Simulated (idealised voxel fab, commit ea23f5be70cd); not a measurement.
process module | voxel fin reveal
cross-section cut | 185 nm wide | cells 5 nm
A cross-section is a grid of square cells, given in bands from the top down. A band is one or more rows of cells.
Each band's line starts with the height of the band's top and of its bottom, in nm. Then come its materials from left to right, each with its width in nm. One material with "throughout" fills the band from edge to edge. "air" is empty space.
Height 0 is the level under which the wafer as received is all one material. The lowest band goes on downwards, as in "0 down".
A width such as "30 to 40" changes by the same amount from each row of cells to the next, from the band's top row to its bottom row.
"no change" after a step means that no cell of the cross-section changed.
closed voids: empty space of 8 cells or more with no open way to the top, each as width x height at its distance from the left edge, in nm
after a step's settings: what the simulator itself notes on the step
overlay nm, on a step with a mask: how far to the right of its planned place the mask lay; to the left if negative
plan
1 op RECEIVE | material Si
2 op CONFORMAL_DEP | material SiN | thk nm 5
3 op DIRECTIONAL_DEP | material aC | thk nm 15
4 op PATTERN | tone cover | mask id FINS | material resist | width nm 15 | pitch nm 45 | thk nm 35 | overlay nm 0
5 op DIRECTIONAL_ETCH | etch materials aC | depth nm 15
6 op STRIP | etch materials resist
7 op DIRECTIONAL_ETCH | etch materials SiN | depth nm 5
8 op DIRECTIONAL_ETCH | etch materials Si | depth nm 35
9 op STRIP | etch materials aC
10 op OXIDIZE | depth nm 5
11 op FILL_DEP | material SiO2 | thk nm 10
12 op CMP | height nm 5
13 op SELECTIVE_ETCH | etch materials SiO2 | depth nm 20
14 op STRIP | etch materials SiN
15 op CONFORMAL_DEP | material SiO2 | thk nm 5
as received, after step 1
  0 down: Si throughout
  closed voids: none
first wafer at the end, as planned
  5 to 0: air 60 | SiO2 15 | air 30 | SiO2 15 | air 65
  0 to -10: air 60 | SiO2 5 | Si 5 | SiO2 5 | air 30 | SiO2 5 | Si 5 | SiO2 5 | air 65
  -10 to -40: SiO2 65 | Si 5 | SiO2 40 | Si 5 | SiO2 70
  -40 down: Si throughout
  closed voids: none
second wafer at the end: like start, like plan, one mistake
  5 to 0: air 60 | SiN 15 | air 30 | SiN 15 | air 65
  0 to -10: air 60 | SiN 5 | Si 5 | SiN 5 | air 30 | SiN 5 | Si 5 | SiN 5 | air 65
  -10 to -15: SiN 65 | Si 5 | SiN 40 | Si 5 | SiN 70
  -15 to -40: SiO2 65 | Si 5 | SiO2 40 | Si 5 | SiO2 70
  -40 down: Si throughout
  closed voids: none
what went wrong: step 15 ran as: op CONFORMAL_DEP | material SiN | thk nm 5
at the end the second wafer has, in cells: 49 more of SiN | 49 fewer of SiO2
